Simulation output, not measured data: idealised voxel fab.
A process module follows: voxel transistor to metal.
The width of the displayed cross-section, cut, is 175 nm; its cells are square, with a size of 5 nm.
Cross-sections here: square-cell grids, written as top-down lists of bands, a band being one or more rows of cells.
Within each band entry, the heights of the top and of the bottom of the band appear first, in that order and in nm; the materials of the band then follow from left to right, each with its corresponding width in nm. The designation "edge to edge" on a single material indicates that it fills the band from edge to edge; the designation "blank" indicates empty space.
Counting heights begins at 0, where everything beneath is, in the wafer as received, one material. The lowest band has no bottom; it goes on downwards, as "0..down" shows.
The expression "30 to 40" gives the width at the extremes of the band, the first number at its top row of cells and the second at its bottom row, with the width changing by equal amounts from each row to the next in between.
The designation "no change occurred", where it is given for a processing step, indicates that no cell of the cross-section was altered in the course of that step.
Entry "Fully sealed cavities" = empty spaces >= 8 cells with no open way to the top; each as width x height at distance, distance from left edge, all nm.
Where a step's line continues beyond its settings, the continuation is a remark by the simulator itself on that step.
overlay nm: step with mask; distance mask lay right of planned place; negative value = left of planned place.
Note on reading: below, each pair holds a cross-section from before one process step and one from after it; the one from after shows only down to the lowest band that changed. Beneath the pair, the step in between is stated along with its settings. The pairs can stem from different runs of this module on the same starting wafer. Where a pair's entry headed "Pre-process cross-section" says so, and only there, that pair continues from the pair above it.
-- Pre-process cross-section
	30..25  50 nm blank, then 25 nm TiN, then 25 nm blank, then 25 nm TiN, then 50 nm blank
	25..20  55 nm TiN, then 15 nm HfO2, then 5 nm TiN, then 25 nm blank, then 5 nm TiN, then 15 nm HfO2, then 55 nm TiN
	20..15  60 nm HfO2, then 5 nm SiN, then 5 nm HfO2, then 5 nm TiN, then 25 nm blank, then 5 nm TiN, then 5 nm HfO2, then 5 nm SiN, then 60 nm HfO2
	15..5  60 nm SiO2, then 5 nm SiN, then 5 nm HfO2, then 5 nm TiN, then 25 nm blank, then 5 nm TiN, then 5 nm HfO2, then 5 nm SiN, then 60 nm SiO2
	5..0  20 nm SiO2, then 5 nm SiN, then 35 nm SiO2, then 5 nm SiN, then 5 nm HfO2, then 5 nm TiN, then 25 nm blank, then 5 nm TiN, then 5 nm HfO2, then 5 nm SiN, then 35 nm SiO2, then 5 nm SiN, then 20 nm SiO2
	0..-5  20 nm SiO2, then 5 nm SiN, then 10 nm SiGe, then 15 nm SiO2, then 10 nm SiGe, then 5 nm SiN, then 5 nm HfO2, then 35 nm TiN, then 5 nm HfO2, then 5 nm SiN, then 10 nm SiGe, then 15 nm SiO2, then 10 nm SiGe, then 5 nm SiN, then 20 nm SiO2
	-5..-10  25 nm SiO2, then 35 nm SiGe, then 5 nm SiO2, then 45 nm HfO2, then 5 nm SiO2, then 35 nm SiGe, then 25 nm SiO2
	-10..-15  20 nm SiO2, then 5 nm Si, then 35 nm SiGe, then 55 nm Si, then 35 nm SiGe, then 5 nm Si, then 20 nm SiO2
	-15..-65  20 nm SiO2, then 135 nm Si, then 20 nm SiO2
	-65..down  Si edge to edge
	Fully sealed cavities: none
-- As Processed
	35..30  W edge to edge
	30..25  50 nm W, then 25 nm TiN, then 25 nm W, then 25 nm TiN, then 50 nm W
	25..20  55 nm TiN, then 15 nm HfO2, then 5 nm TiN, then 25 nm W, then 5 nm TiN, then 15 nm HfO2, then 55 nm TiN
	20..15  60 nm HfO2, then 5 nm SiN, then 5 nm HfO2, then 5 nm TiN, then 25 nm W, then 5 nm TiN, then 5 nm HfO2, then 5 nm SiN, then 60 nm HfO2
	15..5  60 nm SiO2, then 5 nm SiN, then 5 nm HfO2, then 5 nm TiN, then 25 nm W, then 5 nm TiN, then 5 nm HfO2, then 5 nm SiN, then 60 nm SiO2
	5..0  20 nm SiO2, then 5 nm SiN, then 35 nm SiO2, then 5 nm SiN, then 5 nm HfO2, then 5 nm TiN, then 25 nm W, then 5 nm TiN, then 5 nm HfO2, then 5 nm SiN, then 35 nm SiO2, then 5 nm SiN, then 20 nm SiO2
	Below 0, no change.
	Fully sealed cavities: none
As a process note, the step between the before and after cross-sections shown above is FILL_DEP | material W | thk nm 5
Pre-process cross-section: equal to the after panel directly above.
-- As Processed
	15..5  60 nm SiO2, then 5 nm SiN, then 5 nm HfO2, then 5 nm TiN, then 25 nm W, then 5 nm TiN, then 5 nm HfO2, then 5 nm SiN, then 60 nm SiO2
	Below 5, no change.
	Fully sealed cavities: none
As a process note, the step between the before and after cross-sections shown above is CMP | height nm 15
Pre-process cross-section: equal to the after panel directly above.
-- As Processed
	25..15  SiO2 edge to edge
	Below 15, no change.
	Fully sealed cavities: none
As a process note, the step between the before and after cross-sections shown above is DIRECTIONAL_DEP | material SiO2 | thk nm 10
Pre-process cross-section: equal to the after panel directly above.
-- As Processed
	25..15  30 nm SiO2, then 20 nm blank, then 75 nm SiO2, then 20 nm blank, then 30 nm SiO2
	15..5  30 nm SiO2, then 20 nm blank, then 10 nm SiO2, then 5 nm SiN, then 5 nm HfO2, then 5 nm TiN, then 25 nm W, then 5 nm TiN, then 5 nm HfO2, then 5 nm SiN, then 10 nm SiO2, then 20 nm blank, then 30 nm SiO2
	5..0  20 nm SiO2, then 5 nm SiN, then 5 nm SiO2, then 20 nm blank, then 10 nm SiO2, then 5 nm SiN, then 5 nm HfO2, then 5 nm TiN, then 25 nm W, then 5 nm TiN, then 5 nm HfO2, then 5 nm SiN, then 10 nm SiO2, then 20 nm blank, then 5 nm SiO2, then 5 nm SiN, then 20 nm SiO2
	0..-5  20 nm SiO2, then 5 nm SiN, then 10 nm SiGe, then 15 nm blank, then 10 nm SiGe, then 5 nm SiN, then 5 nm HfO2, then 35 nm TiN, then 5 nm HfO2, then 5 nm SiN, then 10 nm SiGe, then 15 nm blank, then 10 nm SiGe, then 5 nm SiN, then 20 nm SiO2
	Below -5, no change.
	Fully sealed cavities: none
As a process note, the step between the before and after cross-sections shown above is MASKED_ETCH | tone open | mask id CONTACT | width nm 20 | pitch nm 95 | etch materials SiO2 | depth nm 30 | overlay nm 0
Pre-process cross-section: equal to the after panel directly above.
-- As Processed
	30..25  35 nm TiN, then 10 nm blank, then 85 nm TiN, then 10 nm blank, then 35 nm TiN
	25..15  30 nm SiO2, then 5 nm TiN, then 10 nm blank, then 5 nm TiN, then 75 nm SiO2, then 5 nm TiN, then 10 nm blank, then 5 nm TiN, then 30 nm SiO2
	15..5  30 nm SiO2, then 5 nm TiN, then 10 nm blank, then 5 nm TiN, then 10 nm SiO2, then 5 nm SiN, then 5 nm HfO2, then 5 nm TiN, then 25 nm W, then 5 nm TiN, then 5 nm HfO2, then 5 nm SiN, then 10 nm SiO2, then 5 nm TiN, then 10 nm blank, then 5 nm TiN, then 30 nm SiO2
	5..0  20 nm SiO2, then 5 nm SiN, then 5 nm SiO2, then 10 nm TiN, then 5 nm blank, then 5 nm TiN, then 10 nm SiO2, then 5 nm SiN, then 5 nm HfO2, then 5 nm TiN, then 25 nm W, then 5 nm TiN, then 5 nm HfO2, then 5 nm SiN, then 10 nm SiO2, then 5 nm TiN, then 5 nm blank, then 10 nm TiN, then 5 nm SiO2, then 5 nm SiN, then 20 nm SiO2
	0..-5  20 nm SiO2, then 5 nm SiN, then 10 nm SiGe, then 15 nm TiN, then 10 nm SiGe, then 5 nm SiN, then 5 nm HfO2, then 35 nm TiN, then 5 nm HfO2, then 5 nm SiN, then 10 nm SiGe, then 15 nm TiN, then 10 nm SiGe, then 5 nm SiN, then 20 nm SiO2
	Below -5, no change.
	Fully sealed cavities: none
As a process note, the step between the before and after cross-sections shown above is CONFORMAL_DEP | material TiN | thk nm 5
Pre-process cross-section: equal to the after panel directly above.
-- As Processed
	40..30  Ru edge to edge
	30..25  35 nm TiN, then 10 nm Ru, then 85 nm TiN, then 10 nm Ru, then 35 nm TiN
	25..15  30 nm SiO2, then 5 nm TiN, then 10 nm Ru, then 5 nm TiN, then 75 nm SiO2, then 5 nm TiN, then 10 nm Ru, then 5 nm TiN, then 30 nm SiO2
	15..5  30 nm SiO2, then 5 nm TiN, then 10 nm Ru, then 5 nm TiN, then 10 nm SiO2, then 5 nm SiN, then 5 nm HfO2, then 5 nm TiN, then 25 nm W, then 5 nm TiN, then 5 nm HfO2, then 5 nm SiN, then 10 nm SiO2, then 5 nm TiN, then 10 nm Ru, then 5 nm TiN, then 30 nm SiO2
	5..0  20 nm SiO2, then 5 nm SiN, then 5 nm SiO2, then 10 nm TiN, then 5 nm Ru, then 5 nm TiN, then 10 nm SiO2, then 5 nm SiN, then 5 nm HfO2, then 5 nm TiN, then 25 nm W, then 5 nm TiN, then 5 nm HfO2, then 5 nm SiN, then 10 nm SiO2, then 5 nm TiN, then 5 nm Ru, then 10 nm TiN, then 5 nm SiO2, then 5 nm SiN, then 20 nm SiO2
	Below 0, no change.
	Fully sealed cavities: none
As a process note, the step between the before and after cross-sections shown above is FILL_DEP | material Ru | thk nm 10
Pre-process cross-section: equal to the after panel directly above.
-- As Processed
	25..15  30 nm SiO2, then 5 nm TiN, then 10 nm Ru, then 5 nm TiN, then 75 nm SiO2, then 5 nm TiN, then 10 nm Ru, then 5 nm TiN, then 30 nm SiO2
	Below 15, no change.
	Fully sealed cavities: none
As a process note, the step between the before and after cross-sections shown above is CMP | height nm 25
Pre-process cross-section: equal to the after panel directly above.
-- As Processed
	30..25  TiN edge to edge
	Below 25, no change.
	Fully sealed cavities: none
As a process note, the step between the before and after cross-sections shown above is DIRECTIONAL_DEP | material TiN | thk nm 5
Pre-process cross-section: equal to the after panel directly above.
-- As Processed
	50..30  Ru edge to edge
	Below 30, no change.
	Fully sealed cavities: none
As a process note, the step between the before and after cross-sections shown above is DIRECTIONAL_DEP | material Ru | thk nm 20
Pre-process cross-section: equal to the after panel directly above.
-- As Processed
	60..50  aC edge to edge
	Below 50, no change.
	Fully sealed cavities: none
As a process note, the step between the before and after cross-sections shown above is DIRECTIONAL_DEP | material aC | thk nm 10
Pre-process cross-section: equal to the after panel directly above.
-- As Processed
	90..60  30 nm blank, then 20 nm resist, then 75 nm blank, then 20 nm resist, then 30 nm blank
	Below 60, no change.
	Fully sealed cavities: none
As a process note, the step between the before and after cross-sections shown above is PATTERN | tone cover | mask id METAL_1 | material resist | width nm 20 | pitch nm 95 | thk nm 30 | overlay nm 0
Pre-process cross-section: equal to the after panel directly above.
-- As Processed
	80..60  30 nm blank, then 20 nm resist, then 75 nm blank, then 20 nm resist, then 30 nm blank
	60..50  30 nm blank, then 20 nm aC, then 75 nm blank, then 20 nm aC, then 30 nm blank
	Below 50, no change.
	Fully sealed cavities: none
As a process note, the step between the before and after cross-sections shown above is DIRECTIONAL_ETCH | etch materials aC | depth nm 10
Pre-process cross-section: equal to the after panel directly above.
-- As Processed
	60..50  30 nm blank, then 20 nm aC, then 75 nm blank, then 20 nm aC, then 30 nm blank
	Below 50, no change.
	Fully sealed cavities: none
As a process note, the step between the before and after cross-sections shown above is STRIP | etch materials resist
Pre-process cross-section: equal to the after panel directly above.
-- As Processed
	60..50  30 nm blank, then 20 nm aC, then 75 nm blank, then 20 nm aC, then 30 nm blank
	50..30  30 nm blank, then 20 nm Ru, then 75 nm blank, then 20 nm Ru, then 30 nm blank
	Below 30, no change.
	Fully sealed cavities: none
As a process note, the step between the before and after cross-sections shown above is DIRECTIONAL_ETCH | etch materials Ru | depth nm 20
Pre-process cross-section: equal to the after panel directly above.
-- As Processed
	60..50  30 nm blank, then 20 nm aC, then 75 nm blank, then 20 nm aC, then 30 nm blank
	50..30  30 nm blank, then 20 nm Ru, then 75 nm blank, then 20 nm Ru, then 30 nm blank
	30..25  30 nm blank, then 20 nm TiN, then 75 nm blank, then 20 nm TiN, then 30 nm blank
	Below 25, no change.
	Fully sealed cavities: none
As a process note, the step between the before and after cross-sections shown above is DIRECTIONAL_ETCH | etch materials TiN | depth nm 5
Pre-process cross-section: equal to the after panel directly above.
-- As Processed
	50..30  30 nm blank, then 20 nm Ru, then 75 nm blank, then 20 nm Ru, then 30 nm blank
	Below 30, no change.
	Fully sealed cavities: none
As a process note, the step between the before and after cross-sections shown above is STRIP | etch materials aC
Pre-process cross-section: equal to the after panel directly above.
-- As Processed
	55..50  SiO2 edge to edge
	50..30  30 nm SiO2, then 20 nm Ru, then 75 nm SiO2, then 20 nm Ru, then 30 nm SiO2
	30..25  30 nm SiO2, then 20 nm TiN, then 75 nm SiO2, then 20 nm TiN, then 30 nm SiO2
	Below 25, no change.
	Fully sealed cavities: none
As a process note, the step between the before and after cross-sections shown above is FILL_DEP | material SiO2 | thk nm 5
Pre-process cross-section: equal to the after panel directly above.
-- As Processed
	50..30  30 nm SiO2, then 20 nm Ru, then 75 nm SiO2, then 20 nm Ru, then 30 nm SiO2
	Below 30, no change.
	Fully sealed cavities: none
As a process note, the step between the before and after cross-sections shown above is CMP | height nm 50
Pre-process cross-section: equal to the after panel directly above.
-- As Processed
	55..50  SiCN edge to edge
	Below 50, no change.
	Fully sealed cavities: none
As a process note, the step between the before and after cross-sections shown above is CONFORMAL_DEP | material SiCN | thk nm 5
Pre-process cross-section: equal to the after panel directly above.
-- As Processed
	85..55  lowk edge to edge
	Below 55, no change.
	Fully sealed cavities: none
As a process note, the step between the before and after cross-sections shown above is DIRECTIONAL_DEP | material lowk | thk nm 30
Pre-process cross-section: equal to the after panel directly above.
-- As Processed
	85..65  30 nm lowk, then 20 nm blank, then 75 nm lowk, then 20 nm blank, then 30 nm lowk
	Below 65, no change.
	Fully sealed cavities: none
As a process note, the step between the before and after cross-sections shown above is MASKED_ETCH | tone open | mask id METAL_2 | width nm 20 | pitch nm 95 | etch materials lowk | depth nm 20 | overlay nm 0
Pre-process cross-section: equal to the after panel directly above.
-- As Processed
	100..85  30 nm resist, then 15 nm blank, then 80 nm resist, then 15 nm blank, then 35 nm resist
	85..65  30 nm lowk, then 15 nm blank, then 5 nm resist, then 75 nm lowk, then 15 nm blank, then 5 nm resist, then 30 nm lowk
	Below 65, no change.
	Fully sealed cavities: none
As a process note, the step between the before and after cross-sections shown above is PATTERN | tone open | mask id METAL_2_HOLES | material resist | width nm 15 | pitch nm 95 | thk nm 15 | overlay nm 0
Pre-process cross-section: equal to the after panel directly above.
-- As Processed
	100..85  30 nm resist, then 15 nm blank, then 80 nm resist, then 15 nm blank, then 35 nm resist
	85..65  30 nm lowk, then 15 nm blank, then 5 nm resist, then 75 nm lowk, then 15 nm blank, then 5 nm resist, then 30 nm lowk
	65..55  30 nm lowk, then 15 nm blank, then 80 nm lowk, then 15 nm blank, then 35 nm lowk
	Below 55, no change.
	Fully sealed cavities: none
As a process note, the step between the before and after cross-sections shown above is DIRECTIONAL_ETCH | etch materials lowk | depth nm 10
Pre-process cross-section: equal to the after panel directly above.
-- As Processed
	100..85  30 nm resist, then 15 nm blank, then 80 nm resist, then 15 nm blank, then 35 nm resist
	85..65  30 nm lowk, then 15 nm blank, then 5 nm resist, then 75 nm lowk, then 15 nm blank, then 5 nm resist, then 30 nm lowk
	65..55  30 nm lowk, then 15 nm blank, then 80 nm lowk, then 15 nm blank, then 35 nm lowk
	55..50  30 nm SiCN, then 15 nm blank, then 80 nm SiCN, then 15 nm blank, then 35 nm SiCN
	Below 50, no change.
	Fully sealed cavities: none
As a process note, the step between the before and after cross-sections shown above is DIRECTIONAL_ETCH | etch materials SiCN | depth nm 5
Pre-process cross-section: equal to the after panel directly above.
-- As Processed
	85..65  30 nm lowk, then 20 nm blank, then 75 nm lowk, then 20 nm blank, then 30 nm lowk
	Below 65, no change.
	Fully sealed cavities: none
As a process note, the step between the before and after cross-sections shown above is STRIP | etch materials resist
Pre-process cross-section: equal to the after panel directly above.
-- As Processed
	90..85  35 nm TiN, then 10 nm blank, then 85 nm TiN, then 10 nm blank, then 35 nm TiN
	85..70  30 nm lowk, then 5 nm TiN, then 10 nm blank, then 5 nm TiN, then 75 nm lowk, then 5 nm TiN, then 10 nm blank, then 5 nm TiN, then 30 nm lowk
	70..65  30 nm lowk, then 5 nm TiN, then 5 nm blank, then 10 nm TiN, then 75 nm lowk, then 5 nm TiN, then 5 nm blank, then 10 nm TiN, then 30 nm lowk
	65..55  30 nm lowk, then 5 nm TiN, then 5 nm blank, then 5 nm TiN, then 80 nm lowk, then 5 nm TiN, then 5 nm blank, then 5 nm TiN, then 35 nm lowk
	55..50  30 nm SiCN, then 15 nm TiN, then 80 nm SiCN, then 15 nm TiN, then 35 nm SiCN
	Below 50, no change.
	Fully sealed cavities: none
As a process note, the step between the before and after cross-sections shown above is CONFORMAL_DEP | material TiN | thk nm 5
Pre-process cross-section: equal to the after panel directly above.
-- As Processed
	95..90  Cu edge to edge
	90..85  35 nm TiN, then 10 nm Cu, then 85 nm TiN, then 10 nm Cu, then 35 nm TiN
	85..70  30 nm lowk, then 5 nm TiN, then 10 nm Cu, then 5 nm TiN, then 75 nm lowk, then 5 nm TiN, then 10 nm Cu, then 5 nm TiN, then 30 nm lowk
	70..65  30 nm lowk, then 5 nm TiN, then 5 nm Cu, then 10 nm TiN, then 75 nm lowk, then 5 nm TiN, then 5 nm Cu, then 10 nm TiN, then 30 nm lowk
	65..55  30 nm lowk, then 5 nm TiN, then 5 nm Cu, then 5 nm TiN, then 80 nm lowk, then 5 nm TiN, then 5 nm Cu, then 5 nm TiN, then 35 nm lowk
	Below 55, no change.
	Fully sealed cavities: none
As a process note, the step between the before and after cross-sections shown above is FILL_DEP | material Cu | thk nm 5
Pre-process cross-section: equal to the after panel directly above.
-- As Processed
	85..70  30 nm lowk, then 5 nm TiN, then 10 nm Cu, then 5 nm TiN, then 75 nm lowk, then 5 nm TiN, then 10 nm Cu, then 5 nm TiN, then 30 nm lowk
	Below 70, no change.
	Fully sealed cavities: none
As a process note, the step between the before and after cross-sections shown above is CMP | height nm 85
Pre-process cross-section: equal to the after panel directly above.
-- As Processed
	90..85  SiN edge to edge
	Below 85, no change.
	Fully sealed cavities: none
As a process note, the step between the before and after cross-sections shown above is CONFORMAL_DEP | material SiN | thk nm 5
-- Pre-process cross-section
	15..10  20 nm blank, then 135 nm SiN, then 20 nm blank
	10..0  20 nm SiO2, then 135 nm SiN, then 20 nm SiO2
	0..-5  SiO2 edge to edge
	-5..-35  20 nm SiO2, then 135 nm Si, then 20 nm SiO2
	-35..down  Si edge to edge
	Fully sealed cavities: none
-- As Processed
	15..5  20 nm blank, then 135 nm SiN, then 20 nm blank
	Below 5, no change.
	Fully sealed cavities: none
As a process note, the step between the before and after cross-sections shown above is SELECTIVE_ETCH | etch materials SiO2 | depth nm 5
Pre-process cross-section: equal to the after panel directly above.
-- As Processed
	5..0  20 nm SiO2, then 135 nm blank, then 20 nm SiO2
	Below 0, no change.
	Fully sealed cavities: none
As a process note, the step between the before and after cross-sections shown above is STRIP | etch materials SiN
Pre-process cross-section: equal to the after panel directly above.
-- As Processed
	30..25  20 nm polySi, then 135 nm blank, then 20 nm polySi
	25..5  polySi edge to edge
	5..0  20 nm SiO2, then 135 nm polySi, then 20 nm SiO2
	Below 0, no change.
	Fully sealed cavities: none
As a process note, the step between the before and after cross-sections shown above is DIRECTIONAL_DEP | material polySi | thk nm 25
Pre-process cross-section: equal to the after panel directly above.
-- As Processed
	45..40  20 nm SiCN, then 135 nm blank, then 20 nm SiCN
	40..30  SiCN edge to edge
	30..25  20 nm polySi, then 135 nm SiCN, then 20 nm polySi
	Below 25, no change.
	Fully sealed cavities: none
As a process note, the step between the before and after cross-sections shown above is DIRECTIONAL_DEP | material SiCN | thk nm 15
Pre-process cross-section: equal to the after panel directly above.
-- As Processed
	65..45  70 nm blank, then 35 nm resist, then 70 nm blank
	45..40  20 nm SiCN, then 50 nm blank, then 35 nm resist, then 50 nm blank, then 20 nm SiCN
	Below 40, no change.
	Fully sealed cavities: none
As a process note, the step between the before and after cross-sections shown above is PATTERN | tone cover | mask id GATE | material resist | width nm 35 | thk nm 20 | overlay nm 0
Pre-process cross-section: equal to the after panel directly above.
-- As Processed
	65..40  70 nm blank, then 35 nm resist, then 70 nm blank
	40..30  70 nm blank, then 35 nm SiCN, then 70 nm blank
	30..25  20 nm polySi, then 50 nm blank, then 35 nm SiCN, then 50 nm blank, then 20 nm polySi
	Below 25, no change.
	Fully sealed cavities: none
As a process note, the step between the before and after cross-sections shown above is DIRECTIONAL_ETCH | etch materials SiCN | depth nm 25
Pre-process cross-section: equal to the after panel directly above.
-- As Processed
	65..40  70 nm blank, then 35 nm resist, then 70 nm blank
	40..25  70 nm blank, then 35 nm SiCN, then 70 nm blank
	25..5  70 nm blank, then 35 nm polySi, then 70 nm blank
	5..0  20 nm SiO2, then 50 nm blank, then 35 nm polySi, then 50 nm blank, then 20 nm SiO2
	Below 0, no change.
	Fully sealed cavities: none
As a process note, the step between the before and after cross-sections shown above is DIRECTIONAL_ETCH | etch materials polySi | depth nm 35
Pre-process cross-section: equal to the after panel directly above.
-- As Processed
	40..25  70 nm blank, then 35 nm SiCN, then 70 nm blank
	Below 25, no change.
	Fully sealed cavities: none
As a process note, the step between the before and after cross-sections shown above is STRIP | etch materials resist
Pre-process cross-section: equal to the after panel directly above.
-- As Processed
	45..40  65 nm blank, then 45 nm SiO2, then 65 nm blank
	40..25  65 nm blank, then 5 nm SiO2, then 35 nm SiCN, then 5 nm SiO2, then 65 nm blank
	25..10  65 nm blank, then 5 nm SiO2, then 35 nm polySi, then 5 nm SiO2, then 65 nm blank
	10..5  25 nm SiO2, then 40 nm blank, then 5 nm SiO2, then 35 nm polySi, then 5 nm SiO2, then 40 nm blank, then 25 nm SiO2
	5..0  70 nm SiO2, then 35 nm polySi, then 70 nm SiO2
	Below 0, no change.
	Fully sealed cavities: none
As a process note, the step between the before and after cross-sections shown above is CONFORMAL_DEP | material SiO2 | thk nm 5
Pre-process cross-section: equal to the after panel directly above.
-- As Processed
	40..25  65 nm blank, then 5 nm SiO2, then 35 nm SiCN, then 5 nm SiO2, then 65 nm blank
	25..5  65 nm blank, then 5 nm SiO2, then 35 nm polySi, then 5 nm SiO2, then 65 nm blank
	5..0  25 nm SiO2, then 40 nm blank, then 5 nm SiO2, then 35 nm polySi, then 5 nm SiO2, then 40 nm blank, then 25 nm SiO2
	Below 0, no change.
	Fully sealed cavities: none
As a process note, the step between the before and after cross-sections shown above is DIRECTIONAL_ETCH | etch materials SiO2 | depth nm 5
Pre-process cross-section: equal to the after panel directly above.
-- As Processed
	45..40  60 nm blank, then 55 nm SiN, then 60 nm blank
	40..25  60 nm blank, then 5 nm SiN, then 5 nm SiO2, then 35 nm SiCN, then 5 nm SiO2, then 5 nm SiN, then 60 nm blank
	25..10  60 nm blank, then 5 nm SiN, then 5 nm SiO2, then 35 nm polySi, then 5 nm SiO2, then 5 nm SiN, then 60 nm blank
	10..5  30 nm SiN, then 30 nm blank, then 5 nm SiN, then 5 nm SiO2, then 35 nm polySi, then 5 nm SiO2, then 5 nm SiN, then 30 nm blank, then 30 nm SiN
	5..0  25 nm SiO2, then 40 nm SiN, then 5 nm SiO2, then 35 nm polySi, then 5 nm SiO2, then 40 nm SiN, then 25 nm SiO2
	Below 0, no change.
	Fully sealed cavities: none
As a process note, the step between the before and after cross-sections shown above is CONFORMAL_DEP | material SiN | thk nm 5
Pre-process cross-section: equal to the after panel directly above.
-- As Processed
	40..25  60 nm blank, then 5 nm SiN, then 5 nm SiO2, then 35 nm SiCN, then 5 nm SiO2, then 5 nm SiN, then 60 nm blank
	25..5  60 nm blank, then 5 nm SiN, then 5 nm SiO2, then 35 nm polySi, then 5 nm SiO2, then 5 nm SiN, then 60 nm blank
	5..0  25 nm SiO2, then 5 nm SiN, then 30 nm blank, then 5 nm SiN, then 5 nm SiO2, then 35 nm polySi, then 5 nm SiO2, then 5 nm SiN, then 30 nm blank, then 5 nm SiN, then 25 nm SiO2
	Below 0, no change.
	Fully sealed cavities: none
As a process note, the step between the before and after cross-sections shown above is DIRECTIONAL_ETCH | etch materials SiN | depth nm 5
Pre-process cross-section: equal to the after panel directly above.
-- As Processed
	40..35  60 nm blank, then 5 nm SiN, then 5 nm blank, then 35 nm SiCN, then 5 nm blank, then 5 nm SiN, then 60 nm blank
	35..25  60 nm blank, then 5 nm SiN, then 5 nm SiO2, then 35 nm SiCN, then 5 nm SiO2, then 5 nm SiN, then 60 nm blank
	25..5  60 nm blank, then 5 nm SiN, then 5 nm SiO2, then 35 nm polySi, then 5 nm SiO2, then 5 nm SiN, then 60 nm blank
	5..0  25 nm blank, then 5 nm SiN, then 30 nm blank, then 5 nm SiN, then 5 nm SiO2, then 35 nm polySi, then 5 nm SiO2, then 5 nm SiN, then 30 nm blank, then 5 nm SiN, then 25 nm blank
	0..-5  30 nm SiO2, then 30 nm blank, then 55 nm SiO2, then 30 nm blank, then 30 nm SiO2
	Below -5, no change.
	Fully sealed cavities: none
As a process note, the step between the before and after cross-sections shown above is DIRECTIONAL_ETCH | etch materials SiO2 | depth nm 5
Pre-process cross-section: equal to the after panel directly above.
-- As Processed
	40..35  60 nm blank, then 5 nm SiN, then 5 nm blank, then 35 nm SiCN, then 5 nm blank, then 5 nm SiN, then 60 nm blank
	35..25  60 nm blank, then 5 nm SiN, then 5 nm SiO2, then 35 nm SiCN, then 5 nm SiO2, then 5 nm SiN, then 60 nm blank
	25..5  60 nm blank, then 5 nm SiN, then 5 nm SiO2, then 35 nm polySi, then 5 nm SiO2, then 5 nm SiN, then 60 nm blank
	5..0  25 nm blank, then 5 nm SiN, then 30 nm blank, then 5 nm SiN, then 5 nm SiO2, then 35 nm polySi, then 5 nm SiO2, then 5 nm SiN, then 30 nm blank, then 5 nm SiN, then 25 nm blank
	0..-5  30 nm SiO2, then 30 nm blank, then 55 nm SiO2, then 30 nm blank, then 30 nm SiO2
	-5..-10  20 nm SiO2, then 10 nm Si, then 30 nm blank, then 55 nm Si, then 30 nm blank, then 10 nm Si, then 20 nm SiO2
	Below -10, no change.
	Fully sealed cavities: none
As a process note, the step between the before and after cross-sections shown above is DIRECTIONAL_ETCH | etch materials Si | depth nm 5
Pre-process cross-section: equal to the after panel directly above.
-- As Processed
	40..35  60 nm blank, then 5 nm SiN, then 5 nm blank, then 35 nm SiCN, then 5 nm blank, then 5 nm SiN, then 60 nm blank
	35..25  60 nm blank, then 5 nm SiN, then 5 nm SiO2, then 35 nm SiCN, then 5 nm SiO2, then 5 nm SiN, then 60 nm blank
	25..5  60 nm blank, then 5 nm SiN, then 5 nm SiO2, then 35 nm polySi, then 5 nm SiO2, then 5 nm SiN, then 60 nm blank
	5..0  25 nm blank, then 5 nm SiN, then 10 nm SiGe, then 10 nm blank, then 10 nm SiGe, then 5 nm SiN, then 5 nm SiO2, then 35 nm polySi, then 5 nm SiO2, then 5 nm SiN, then 10 nm SiGe, then 10 nm blank, then 10 nm SiGe, then 5 nm SiN, then 25 nm blank
	0..-5  30 nm SiO2, then 30 nm SiGe, then 55 nm SiO2, then 30 nm SiGe, then 30 nm SiO2
	-5..-10  20 nm SiO2, then 10 nm Si, then 30 nm SiGe, then 55 nm Si, then 30 nm SiGe, then 10 nm Si, then 20 nm SiO2
	Below -10, no change.
	Fully sealed cavities: none
As a process note, the step between the before and after cross-sections shown above is EPI | material SiGe | thk nm 10
Pre-process cross-section: equal to the after panel directly above.
-- As Processed
	50..40  SiO2 edge to edge
	40..25  60 nm SiO2, then 5 nm SiN, then 5 nm SiO2, then 35 nm SiCN, then 5 nm SiO2, then 5 nm SiN, then 60 nm SiO2
	25..5  60 nm SiO2, then 5 nm SiN, then 5 nm SiO2, then 35 nm polySi, then 5 nm SiO2, then 5 nm SiN, then 60 nm SiO2
	5..0  25 nm SiO2, then 5 nm SiN, then 10 nm SiGe, then 10 nm SiO2, then 10 nm SiGe, then 5 nm SiN, then 5 nm SiO2, then 35 nm polySi, then 5 nm SiO2, then 5 nm SiN, then 10 nm SiGe, then 10 nm SiO2, then 10 nm SiGe, then 5 nm SiN, then 25 nm SiO2
	Below 0, no change.
	Fully sealed cavities: none
As a process note, the step between the before and after cross-sections shown above is FILL_DEP | material SiO2 | thk nm 10
Pre-process cross-section: equal to the after panel directly above.
-- As Processed
	20..5  60 nm SiO2, then 5 nm SiN, then 5 nm SiO2, then 35 nm polySi, then 5 nm SiO2, then 5 nm SiN, then 60 nm SiO2
	Below 5, no change.
	Fully sealed cavities: none
As a process note, the step between the before and after cross-sections shown above is CMP | height nm 20
Pre-process cross-section: equal to the after panel directly above.
-- As Processed
	20..5  60 nm SiO2, then 5 nm SiN, then 5 nm SiO2, then 35 nm blank, then 5 nm SiO2, then 5 nm SiN, then 60 nm SiO2
	5..0  25 nm SiO2, then 5 nm SiN, then 10 nm SiGe, then 10 nm SiO2, then 10 nm SiGe, then 5 nm SiN, then 5 nm SiO2, then 35 nm blank, then 5 nm SiO2, then 5 nm SiN, then 10 nm SiGe, then 10 nm SiO2, then 10 nm SiGe, then 5 nm SiN, then 25 nm SiO2
	Below 0, no change.
	Fully sealed cavities: none
As a process note, the step between the before and after cross-sections shown above is STRIP | etch materials polySi
Pre-process cross-section: equal to the after panel directly above.
-- As Processed
	20..15  60 nm blank, then 5 nm SiN, then 45 nm blank, then 5 nm SiN, then 60 nm blank
	15..5  60 nm SiO2, then 5 nm SiN, then 45 nm blank, then 5 nm SiN, then 60 nm SiO2
	5..0  25 nm SiO2, then 5 nm SiN, then 10 nm SiGe, then 10 nm SiO2, then 10 nm SiGe, then 5 nm SiN, then 45 nm blank, then 5 nm SiN, then 10 nm SiGe, then 10 nm SiO2, then 10 nm SiGe, then 5 nm SiN, then 25 nm SiO2
	0..-5  30 nm SiO2, then 30 nm SiGe, then 5 nm SiO2, then 45 nm blank, then 5 nm SiO2, then 30 nm SiGe, then 30 nm SiO2
	Below -5, no change.
	Fully sealed cavities: none
As a process note, the step between the before and after cross-sections shown above is SELECTIVE_ETCH | etch materials SiO2 | depth nm 5
